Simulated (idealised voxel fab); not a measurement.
Name of the process module below: voxel self aligned vias
The width of the displayed cross-section, cut, is 285 nm; its cells are square, with a size of 5 nm.
For the purposes of this document, a cross-section shall be understood as a grid of square cells, specified as bands listed in top-to-bottom order, each band consisting of one or more rows of cells. Top height, bottom height, nm. Materials left to right, width each, nm. Single material + "edge to edge" = fills band edge to edge. "blank" = empty. A quick word on heights: they are counted from 0, and under that level the wafer as it came to us is one material throughout. The lowest band is different from the rest in having no bottom; it simply continues downward, written as in "0 -> down". The two numbers in a width such as "30 to 40" mark its ends across the band: the first belongs to the top row of cells, the second to the bottom row, and from each row to the next the width moves by the same amount. "nothing got changed" after a step means that no cell of the cross-section changed. Voids not open to the top, 8 cells minimum: see "Non-vented voids". Written width x height at distance; distance is from the left edge; nm. Read whatever lies past the settings on a step's line as the simulator's own remark about the step. A step line may carry the setting "overlay nm", which, for steps involving a mask, states the distance by which the mask lay to the right of its intended position; negative values denote displacement to the left.

Listed below are the process steps as planned:
1) RECEIVE, material Si
2) CONFORMAL_DEP, material SiO2, thk nm 10
3) CONFORMAL_DEP, material SiCN, thk nm 5
4) DIRECTIONAL_DEP, material lowk, thk nm 30
5) MASKED_ETCH, tone open, mask id LINES, width nm 30, pitch nm 75, etch materials lowk, depth nm 30, overlay nm 0
6) CONFORMAL_DEP, material TiN, thk nm 5
7) FILL_DEP, material Ru, thk nm 5
8) CMP, height nm 45
9) SELECTIVE_ETCH, etch materials W Ru TiN, depth nm 5
10) FILL_DEP, material SiN, thk nm 5
11) CMP, height nm 45
12) DIRECTIONAL_DEP, material lowk, thk nm 20
13) MASKED_ETCH, tone open, mask id VIAS, width nm 50, pitch nm 75, etch materials lowk, depth nm 20, overlay nm 0
14) MASKED_ETCH, tone open, mask id VIAS, width nm 50, pitch nm 75, etch materials SiN, depth nm 5, overlay nm 0
15) CONFORMAL_DEP, material TiN, thk nm 5
16) FILL_DEP, material Cu, thk nm 5
17) CMP, height nm 65
18) CONFORMAL_DEP, material SiCN, thk nm 5

Wafer as received: cross-section following step 1:
	0 -> down = Si edge to edge
	Non-vented voids: none

Wafer cross-section at module end: first of two, run to plan:
	70 -> 65 = SiCN edge to edge
	65 -> 50 = lowk: 80, TiN: 5, Cu: 40, TiN: 5, lowk: 25, TiN: 5, Cu: 40, TiN: 5, lowk: 80
	50 -> 45 = lowk: 80, TiN: 15, Cu: 20, TiN: 15, lowk: 25, TiN: 15, Cu: 20, TiN: 15, lowk: 80
	45 -> 40 = lowk: 90, TiN: 30, lowk: 45, TiN: 30, lowk: 90
	40 -> 20 = lowk: 90, TiN: 5, Ru: 20, TiN: 5, lowk: 45, TiN: 5, Ru: 20, TiN: 5, lowk: 90
	20 -> 15 = lowk: 90, TiN: 30, lowk: 45, TiN: 30, lowk: 90
	15 -> 10 = SiCN edge to edge
	10 -> 0 = SiO2 edge to edge
	0 -> down = Si edge to edge
	Non-vented voids: none

Wafer two, end of module, cross-section. Same start, same plan as wafer one. One mistake in the run:
	70 -> 65 = SiCN edge to edge
	65 -> 50 = lowk: 80, TiN: 5, Cu: 40, TiN: 5, lowk: 25, TiN: 5, Cu: 40, TiN: 5, lowk: 80
	50 -> 45 = lowk: 80, TiN: 20, Cu: 10, TiN: 20, lowk: 25, TiN: 20, Cu: 10, TiN: 20, lowk: 80
	45 -> 40 = lowk: 95, TiN: 20, lowk: 55, TiN: 20, lowk: 95
	40 -> 20 = lowk: 95, TiN: 5, Ru: 10, TiN: 5, lowk: 55, TiN: 5, Ru: 10, TiN: 5, lowk: 95
	20 -> 15 = lowk: 95, TiN: 20, lowk: 55, TiN: 20, lowk: 95
	15 -> 10 = SiCN edge to edge
	10 -> 0 = SiO2 edge to edge
	0 -> down = Si edge to edge
	Non-vented voids: none
Deviation noted in wafer processing: step 5 was not run as planned; what actually ran was MASKED_ETCH, tone open, mask id LINES, width nm 20, pitch nm 75, etch materials lowk, depth nm 30, overlay nm 0
Final difference in cells, second wafer against first, listed per material as more or fewer: Cu: 4 fewer; Ru: 16 fewer; TiN: 4 fewer; lowk: 24 more
